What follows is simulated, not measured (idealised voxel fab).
process module | voxel double patterning
cross-section cut | 180 nm wide | cells 5 nm
A cross-section is a grid of square cells, given in bands from the top down. A band is one or more rows of cells.
Each band's line starts with the height of the band's top and of its bottom, in nm. Then come its materials from left to right, each with its width in nm. One material with "throughout" fills the band from edge to edge. "air" is empty space.
Height 0 is the level under which the wafer as received is all one material. The lowest band goes on downwards, as in "0 down".
A width such as "30 to 40" changes by the same amount from each row of cells to the next, from the band's top row to its bottom row.
"no change" after a step means that no cell of the cross-section changed.
closed voids: empty space of 8 cells or more with no open way to the top, each as width x height at its distance from the left edge, in nm
after a step's settings: what the simulator itself notes on the step
overlay nm, on a step with a mask: how far to the right of its planned place the mask lay; to the left if negative
Each pair below shows a cross-section before one step and the cross-section after it, down to the lowest band that changed. The line under each pair gives the step between them, with its settings. The pairs can come from different runs of this module on the same starting wafer, so a pair continues from the pair above only where its "before" says so.
before
  0 down: Si throughout
  closed voids: none
after
  5 to 0: SiO2 throughout
  below 0: unchanged
  closed voids: none
the step between: op CONFORMAL_DEP | material SiO2 | thk nm 5
before: the cross-section after the pair above
after
  25 to 5: W throughout
  below 5: unchanged
  closed voids: none
the step between: op DIRECTIONAL_DEP | material W | thk nm 20
before: the cross-section after the pair above
after
  30 to 25: SiCN throughout
  below 25: unchanged
  closed voids: none
the step between: op DIRECTIONAL_DEP | material SiCN | thk nm 5
before: the cross-section after the pair above
after
  30 to 25: SiCN 30 | air 15 | SiCN 35 | air 15 | SiCN 35 | air 15 | SiCN 35
  below 25: unchanged
  closed voids: none
the step between: op MASKED_ETCH | tone open | mask id FIRST | width nm 15 | pitch nm 50 | etch materials SiCN | depth nm 5 | overlay nm 0
before: the cross-section after the pair above
after
  45 to 30: resist 55 | air 15 | resist 35 | air 15 | resist 60
  30 to 25: SiCN 30 | resist 15 | SiCN 35 | resist 15 | SiCN 35 | resist 15 | SiCN 35
  below 25: unchanged
  closed voids: none
the step between: op PATTERN | tone open | mask id SECOND | material resist | width nm 15 | pitch nm 50 | thk nm 15 | overlay nm 0
before: the cross-section after the pair above
after
  45 to 30: resist 55 | air 15 | resist 35 | air 15 | resist 60
  30 to 25: SiCN 30 | resist 15 | SiCN 10 | air 15 | SiCN 10 | resist 15 | SiCN 10 | air 15 | SiCN 10 | resist 15 | SiCN 35
  below 25: unchanged
  closed voids: none
the step between: op DIRECTIONAL_ETCH | etch materials SiCN | depth nm 5
before: the cross-section after the pair above
after
  30 to 25: SiCN 30 | air 15 | SiCN 10 | air 15 | SiCN 10 | air 15 | SiCN 10 | air 15 | SiCN 10 | air 15 | SiCN 35
  below 25: unchanged
  closed voids: none
the step between: op STRIP | etch materials resist
before: the cross-section after the pair above
after
  30 to 25: SiCN 30 | air 15 | SiCN 10 | air 15 | SiCN 10 | air 15 | SiCN 10 | air 15 | SiCN 10 | air 15 | SiCN 35
  25 to 5: W 30 | air 15 | W 10 | air 15 | W 10 | air 15 | W 10 | air 15 | W 10 | air 15 | W 35
  below 5: unchanged
  closed voids: none
the step between: op DIRECTIONAL_ETCH | etch materials W | depth nm 20
before: the cross-section after the pair above
after
  25 to 5: W 30 | air 15 | W 10 | air 15 | W 10 | air 15 | W 10 | air 15 | W 10 | air 15 | W 35
  below 5: unchanged
  closed voids: none
the step between: op STRIP | etch materials SiCN
before
  0 down: Si throughout
  closed voids: none
after
  20 to 0: W throughout
  below 0: unchanged
  closed voids: none
the step between: op DIRECTIONAL_DEP | material W | thk nm 20
before: the cross-section after the pair above
after
  25 to 20: SiCN throughout
  below 20: unchanged
  closed voids: none
the step between: op DIRECTIONAL_DEP | material SiCN | thk nm 5
before: the cross-section after the pair above
after
  25 to 20: SiCN 30 | air 15 | SiCN 35 | air 15 | SiCN 35 | air 15 | SiCN 35
  below 20: unchanged
  closed voids: none
the step between: op MASKED_ETCH | tone open | mask id FIRST | width nm 15 | pitch nm 50 | etch materials SiCN | depth nm 5 | overlay nm 0
before: the cross-section after the pair above
after
  40 to 25: resist 55 | air 15 | resist 35 | air 15 | resist 60
  25 to 20: SiCN 30 | resist 15 | SiCN 35 | resist 15 | SiCN 35 | resist 15 | SiCN 35
  below 20: unchanged
  closed voids: none
the step between: op PATTERN | tone open | mask id SECOND | material resist | width nm 15 | pitch nm 50 | thk nm 15 | overlay nm 0
before: the cross-section after the pair above
after
  40 to 25: resist 55 | air 15 | resist 35 | air 15 | resist 60
  25 to 20: SiCN 30 | resist 15 | SiCN 10 | air 15 | SiCN 10 | resist 15 | SiCN 10 | air 15 | SiCN 10 | resist 15 | SiCN 35
  below 20: unchanged
  closed voids: none
the step between: op DIRECTIONAL_ETCH | etch materials SiCN | depth nm 5
before: the cross-section after the pair above
after
  25 to 20: SiCN 30 | air 15 | SiCN 10 | air 15 | SiCN 10 | air 15 | SiCN 10 | air 15 | SiCN 10 | air 15 | SiCN 35
  below 20: unchanged
  closed voids: none
the step between: op STRIP | etch materials resist
before: the cross-section after the pair above
after
  25 to 20: SiCN 30 | air 15 | SiCN 10 | air 15 | SiCN 10 | air 15 | SiCN 10 | air 15 | SiCN 10 | air 15 | SiCN 35
  20 to 0: W 30 | air 15 | W 10 | air 15 | W 10 | air 15 | W 10 | air 15 | W 10 | air 15 | W 35
  below 0: unchanged
  closed voids: none
the step between: op DIRECTIONAL_ETCH | etch materials W | depth nm 20
before: the cross-section after the pair above
after
  20 to 0: W 30 | air 15 | W 10 | air 15 | W 10 | air 15 | W 10 | air 15 | W 10 | air 15 | W 35
  below 0: unchanged
  closed voids: none
the step between: op STRIP | etch materials SiCN
before
  25 to 5: W throughout
  5 to 0: SiO2 throughout
  0 down: Si throughout
  closed voids: none
after
  45 to 5: W throughout
  below 5: unchanged
  closed voids: none
the step between: op DIRECTIONAL_DEP | material W | thk nm 20
before: the cross-section after the pair above
after
  50 to 45: SiCN throughout
  below 45: unchanged
  closed voids: none
the step between: op DIRECTIONAL_DEP | material SiCN | thk nm 5
before: the cross-section after the pair above
after
  50 to 45: SiCN 30 | air 15 | SiCN 35 | air 15 | SiCN 35 | air 15 | SiCN 35
  below 45: unchanged
  closed voids: none
the step between: op MASKED_ETCH | tone open | mask id FIRST | width nm 15 | pitch nm 50 | etch materials SiCN | depth nm 5 | overlay nm 0
before: the cross-section after the pair above
after
  65 to 50: resist 55 | air 15 | resist 35 | air 15 | resist 60
  50 to 45: SiCN 30 | resist 15 | SiCN 35 | resist 15 | SiCN 35 | resist 15 | SiCN 35
  below 45: unchanged
  closed voids: none
the step between: op PATTERN | tone open | mask id SECOND | material resist | width nm 15 | pitch nm 50 | thk nm 15 | overlay nm 0
before: the cross-section after the pair above
after
  65 to 50: resist 55 | air 15 | resist 35 | air 15 | resist 60
  50 to 45: SiCN 30 | resist 15 | SiCN 10 | air 15 | SiCN 10 | resist 15 | SiCN 10 | air 15 | SiCN 10 | resist 15 | SiCN 35
  below 45: unchanged
  closed voids: none
the step between: op DIRECTIONAL_ETCH | etch materials SiCN | depth nm 5
before: the cross-section after the pair above
after
  50 to 45: SiCN 30 | air 15 | SiCN 10 | air 15 | SiCN 10 | air 15 | SiCN 10 | air 15 | SiCN 10 | air 15 | SiCN 35
  below 45: unchanged
  closed voids: none
the step between: op STRIP | etch materials resist
before: the cross-section after the pair above
after
  50 to 45: SiCN 30 | air 15 | SiCN 10 | air 15 | SiCN 10 | air 15 | SiCN 10 | air 15 | SiCN 10 | air 15 | SiCN 35
  45 to 25: W 30 | air 15 | W 10 | air 15 | W 10 | air 15 | W 10 | air 15 | W 10 | air 15 | W 35
  below 25: unchanged
  closed voids: none
the step between: op DIRECTIONAL_ETCH | etch materials W | depth nm 20
before: the cross-section after the pair above
after
  45 to 25: W 30 | air 15 | W 10 | air 15 | W 10 | air 15 | W 10 | air 15 | W 10 | air 15 | W 35
  below 25: unchanged
  closed voids: none
the step between: op STRIP | etch materials SiCN
before
  20 to 0: W throughout
  0 down: Si throughout
  closed voids: none
after
  25 to 20: SiO2 throughout
  below 20: unchanged
  closed voids: none
the step between: op CONFORMAL_DEP | material SiO2 | thk nm 5
before: the cross-section after the pair above
after
  30 to 25: SiCN throughout
  below 25: unchanged
  closed voids: none
the step between: op DIRECTIONAL_DEP | material SiCN | thk nm 5
before: the cross-section after the pair above
after
  30 to 25: SiCN 30 | air 15 | SiCN 35 | air 15 | SiCN 35 | air 15 | SiCN 35
  below 25: unchanged
  closed voids: none
the step between: op MASKED_ETCH | tone open | mask id FIRST | width nm 15 | pitch nm 50 | etch materials SiCN | depth nm 5 | overlay nm 0
before: the cross-section after the pair above
after
  45 to 30: resist 55 | air 15 | resist 35 | air 15 | resist 60
  30 to 25: SiCN 30 | resist 15 | SiCN 35 | resist 15 | SiCN 35 | resist 15 | SiCN 35
  below 25: unchanged
  closed voids: none
the step between: op PATTERN | tone open | mask id SECOND | material resist | width nm 15 | pitch nm 50 | thk nm 15 | overlay nm 0
before: the cross-section after the pair above
after
  45 to 30: resist 55 | air 15 | resist 35 | air 15 | resist 60
  30 to 25: SiCN 30 | resist 15 | SiCN 10 | air 15 | SiCN 10 | resist 15 | SiCN 10 | air 15 | SiCN 10 | resist 15 | SiCN 35
  below 25: unchanged
  closed voids: none
the step between: op DIRECTIONAL_ETCH | etch materials SiCN | depth nm 5
before: the cross-section after the pair above
after
  30 to 25: SiCN 30 | air 15 | SiCN 10 | air 15 | SiCN 10 | air 15 | SiCN 10 | air 15 | SiCN 10 | air 15 | SiCN 35
  below 25: unchanged
  closed voids: none
the step between: op STRIP | etch materials resist
before: the cross-section after the pair above
after
  25 to 20: SiO2 throughout
  below 20: unchanged
  closed voids: none
the step between: op STRIP | etch materials SiCN
before
  5 to 0: SiO2 throughout
  0 down: Si throughout
  closed voids: none
after
  30 to 5: W throughout
  below 5: unchanged
  closed voids: none
the step between: op DIRECTIONAL_DEP | material W | thk nm 25
before: the cross-section after the pair above
after
  35 to 30: SiCN throughout
  below 30: unchanged
  closed voids: none
the step between: op DIRECTIONAL_DEP | material SiCN | thk nm 5
before: the cross-section after the pair above
after
  35 to 30: SiCN 30 | air 15 | SiCN 35 | air 15 | SiCN 35 | air 15 | SiCN 35
  below 30: unchanged
  closed voids: none
the step between: op MASKED_ETCH | tone open | mask id FIRST | width nm 15 | pitch nm 50 | etch materials SiCN | depth nm 5 | overlay nm 0
before: the cross-section after the pair above
after
  50 to 35: resist 55 | air 15 | resist 35 | air 15 | resist 60
  35 to 30: SiCN 30 | resist 15 | SiCN 35 | resist 15 | SiCN 35 | resist 15 | SiCN 35
  below 30: unchanged
  closed voids: none
the step between: op PATTERN | tone open | mask id SECOND | material resist | width nm 15 | pitch nm 50 | thk nm 15 | overlay nm 0
before: the cross-section after the pair above
after
  50 to 35: resist 55 | air 15 | resist 35 | air 15 | resist 60
  35 to 30: SiCN 30 | resist 15 | SiCN 10 | air 15 | SiCN 10 | resist 15 | SiCN 10 | air 15 | SiCN 10 | resist 15 | SiCN 35
  below 30: unchanged
  closed voids: none
the step between: op DIRECTIONAL_ETCH | etch materials SiCN | depth nm 5
before: the cross-section after the pair above
after
  35 to 30: SiCN 30 | air 15 | SiCN 10 | air 15 | SiCN 10 | air 15 | SiCN 10 | air 15 | SiCN 10 | air 15 | SiCN 35
  below 30: unchanged
  closed voids: none
the step between: op STRIP | etch materials resist
before: the cross-section after the pair above
after
  35 to 30: SiCN 30 | air 15 | SiCN 10 | air 15 | SiCN 10 | air 15 | SiCN 10 | air 15 | SiCN 10 | air 15 | SiCN 35
  30 to 10: W 30 | air 15 | W 10 | air 15 | W 10 | air 15 | W 10 | air 15 | W 10 | air 15 | W 35
  below 10: unchanged
  closed voids: none
the step between: op DIRECTIONAL_ETCH | etch materials W | depth nm 20
before: the cross-section after the pair above
after
  30 to 10: W 30 | air 15 | W 10 | air 15 | W 10 | air 15 | W 10 | air 15 | W 10 | air 15 | W 35
  below 10: unchanged
  closed voids: none
the step between: op STRIP | etch materials SiCN
before
  30 to 25: SiCN throughout
  25 to 5: W throughout
  5 to 0: SiO2 throughout
  0 down: Si throughout
  closed voids: none
after
  30 to 25: SiCN 25 | air 25 | SiCN 25 | air 25 | SiCN 25 | air 25 | SiCN 30
  below 25: unchanged
  closed voids: none
the step between: op MASKED_ETCH | tone open | mask id FIRST | width nm 25 | pitch nm 50 | etch materials SiCN | depth nm 5 | overlay nm 0
before: the cross-section after the pair above
after
  45 to 30: resist 55 | air 15 | resist 35 | air 15 | resist 60
  30 to 25: SiCN 25 | resist 25 | SiCN 25 | resist 25 | SiCN 25 | resist 25 | SiCN 30
  below 25: unchanged
  closed voids: none
the step between: op PATTERN | tone open | mask id SECOND | material resist | width nm 15 | pitch nm 50 | thk nm 15 | overlay nm 0
before: the cross-section after the pair above
after
  45 to 30: resist 55 | air 15 | resist 35 | air 15 | resist 60
  30 to 25: SiCN 25 | resist 25 | SiCN 5 | air 15 | SiCN 5 | resist 25 | SiCN 5 | air 15 | SiCN 5 | resist 25 | SiCN 30
  below 25: unchanged
  closed voids: none
the step between: op DIRECTIONAL_ETCH | etch materials SiCN | depth nm 5
before: the cross-section after the pair above
after
  30 to 25: SiCN 25 | air 25 | SiCN 5 | air 15 | SiCN 5 | air 25 | SiCN 5 | air 15 | SiCN 5 | air 25 | SiCN 30
  below 25: unchanged
  closed voids: none
the step between: op STRIP | etch materials resist
before: the cross-section after the pair above
after
  30 to 25: SiCN 25 | air 25 | SiCN 5 | air 15 | SiCN 5 | air 25 | SiCN 5 | air 15 | SiCN 5 | air 25 | SiCN 30
  25 to 5: W 25 | air 25 | W 5 | air 15 | W 5 | air 25 | W 5 | air 15 | W 5 | air 25 | W 30
  below 5: unchanged
  closed voids: none
the step between: op DIRECTIONAL_ETCH | etch materials W | depth nm 20
before: the cross-section after the pair above
after
  25 to 5: W 25 | air 25 | W 5 | air 15 | W 5 | air 25 | W 5 | air 15 | W 5 | air 25 | W 30
  below 5: unchanged
  closed voids: none
the step between: op STRIP | etch materials SiCN
before
  30 to 25: SiCN throughout
  25 to 5: W throughout
  5 to 0: SiO2 throughout
  0 down: Si throughout
  closed voids: none
after
  30 to 25: SiCN 35 | air 15 | SiCN 35 | air 15 | SiCN 35 | air 15 | SiCN 30
  below 25: unchanged
  closed voids: none
the step between: op MASKED_ETCH | tone open | mask id FIRST | width nm 15 | pitch nm 50 | etch materials SiCN | depth nm 5 | overlay nm 5
before: the cross-section after the pair above
after
  45 to 30: resist 55 | air 15 | resist 35 | air 15 | resist 60
  30 to 25: SiCN 35 | resist 15 | SiCN 35 | resist 15 | SiCN 35 | resist 15 | SiCN 30
  below 25: unchanged
  closed voids: none
the step between: op PATTERN | tone open | mask id SECOND | material resist | width nm 15 | pitch nm 50 | thk nm 15 | overlay nm 0
before: the cross-section after the pair above
after
  45 to 30: resist 55 | air 15 | resist 35 | air 15 | resist 60
  30 to 25: SiCN 35 | resist 15 | SiCN 5 | air 15 | SiCN 15 | resist 15 | SiCN 5 | air 15 | SiCN 15 | resist 15 | SiCN 30
  below 25: unchanged
  closed voids: none
the step between: op DIRECTIONAL_ETCH | etch materials SiCN | depth nm 5
before: the cross-section after the pair above
after
  30 to 25: SiCN 35 | air 15 | SiCN 5 | air 15 | SiCN 15 | air 15 | SiCN 5 | air 15 | SiCN 15 | air 15 | SiCN 30
  below 25: unchanged
  closed voids: none
the step between: op STRIP | etch materials resist
before: the cross-section after the pair above
after
  30 to 25: SiCN 35 | air 15 | SiCN 5 | air 15 | SiCN 15 | air 15 | SiCN 5 | air 15 | SiCN 15 | air 15 | SiCN 30
  25 to 5: W 35 | air 15 | W 5 | air 15 | W 15 | air 15 | W 5 | air 15 | W 15 | air 15 | W 30
  below 5: unchanged
  closed voids: none
the step between: op DIRECTIONAL_ETCH | etch materials W | depth nm 20
before: the cross-section after the pair above
after
  25 to 5: W 35 | air 15 | W 5 | air 15 | W 15 | air 15 | W 5 | air 15 | W 15 | air 15 | W 30
  below 5: unchanged
  closed voids: none
the step between: op STRIP | etch materials SiCN
before
  25 to 5: W throughout
  5 to 0: SiO2 throughout
  0 down: Si throughout
  closed voids: none
after
  30 to 5: W throughout
  below 5: unchanged
  closed voids: none
the step between: op DIRECTIONAL_DEP | material W | thk nm 5
before: the cross-section after the pair above
after
  45 to 30: resist 55 | air 15 | resist 35 | air 15 | resist 60
  below 30: unchanged
  closed voids: none
the step between: op PATTERN | tone open | mask id SECOND | material resist | width nm 15 | pitch nm 50 | thk nm 15 | overlay nm 0
before: the cross-section after the pair above
after
  30 to 5: W throughout
  below 5: unchanged
  closed voids: none
the step between: op STRIP | etch materials resist
before: the cross-section after the pair above
after
  10 to 5: W throughout
  below 5: unchanged
  closed voids: none
the step between: op DIRECTIONAL_ETCH | etch materials W | depth nm 20
before
  30 to 25: SiCN 30 | air 15 | SiCN 35 | air 15 | SiCN 35 | air 15 | SiCN 35
  25 to 5: W throughout
  5 to 0: SiO2 throughout
  0 down: Si throughout
  closed voids: none
after
  45 to 30: air 55 | resist 15 | air 35 | resist 15 | air 60
  below 30: unchanged
  closed voids: none
the step between: op PATTERN | tone cover | mask id SECOND | material resist | width nm 15 | pitch nm 50 | thk nm 15 | overlay nm 0
before: the cross-section after the pair above
after
  45 to 30: air 55 | resist 15 | air 35 | resist 15 | air 60
  30 to 25: air 55 | SiCN 15 | air 35 | SiCN 15 | air 60
  below 25: unchanged
  closed voids: none
the step between: op DIRECTIONAL_ETCH | etch materials SiCN | depth nm 5
before: the cross-section after the pair above
after
  30 to 25: air 55 | SiCN 15 | air 35 | SiCN 15 | air 60
  below 25: unchanged
  closed voids: none
the step between: op STRIP | etch materials resist
before: the cross-section after the pair above
after
  30 to 25: air 55 | SiCN 15 | air 35 | SiCN 15 | air 60
  25 to 5: air 55 | W 15 | air 35 | W 15 | air 60
  below 5: unchanged
  closed voids: none
the step between: op DIRECTIONAL_ETCH | etch materials W | depth nm 20
before: the cross-section after the pair above
after
  25 to 5: air 55 | W 15 | air 35 | W 15 | air 60
  below 5: unchanged
  closed voids: none
the step between: op STRIP | etch materials SiCN
